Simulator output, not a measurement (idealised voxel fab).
The following process module bears the name voxel released beams.
Square cells of 5 nm make up the cross-section cut, whose width is 245 nm.
We lay out every cross-section as a grid of square cells and spell it out in bands from the top down, where one band means one or more rows of cells. The entry gives the band's vertical extent as a top height and a bottom height in nm, then its horizontal make-up as materials from left to right, each with a width in nm. "air" stands for empty space; a single material marked "full width" fills the band edge to edge. All heights in this document are referenced to 0, defined as the level beneath which the wafer, as received, consists entirely of one material. The lowest band is not bounded below; it extends indefinitely downward and is written in the form "0 nm and below". When a width is written as two numbers, as in "30->40", the first number is the width in the top row of cells of the band and the second is the width in its bottom row, and the width changes by the same amount from each row to the next. Reading "nothing was modified" for a step: not a cell of the cross-section changed in it. The entry titled "Closed-off voids" provides the empty spaces that have no open way to the top, restricted to those of 8 cells or more. Each is presented as width x height at distance, the distance being measured from the left edge, with all three in nm. What comes after the settings on a step's line is commentary from the simulator itself on that step. "overlay nm", when on a step's line for a step with a mask, measures how far to the right of its planned place the mask lay; a negative measure means to the left.

[The steps planned for the process are as follows]
- 1: RECEIVE, material Si
- 2: CONFORMAL_DEP, material Al2O3, thk nm 5
- 3: DIRECTIONAL_DEP, material SiO2, thk nm 10
- 4: PATTERN, tone open, mask id ANCHOR, material resist, width nm 25, thk nm 20, overlay nm 0
- 5: DIRECTIONAL_ETCH, etch materials SiO2, depth nm 10
- 6: STRIP, etch materials resist
- 7: CONFORMAL_DEP, material SiN, thk nm 10
- 8: MASKED_ETCH, tone cover, mask id BEAM, width nm 105, etch materials SiN, depth nm 10, overlay nm 0
- 9: STRIP, etch materials SiO2

[Cross-section of the wafer upon arrival, representing the state reached after step 1]
0 nm and below: Si full width
Closed-off voids: none

[Final cross-section, module run with one mistake (start and plan as above)]
20 nm to 10 nm: air (65->70) / SiN (10->5) / air (15) / SiN (80->5) / air (75->150)
10 nm to 5 nm: air (70) / SiN (25) / air (150)
5 nm to 0 nm: Al2O3 full width
0 nm and below: Si full width
Closed-off voids: none
Misprocessing identified: the process deviated at step 7: the operation and settings actually run there were CONFORMAL_DEP, material SiN, thk nm 5
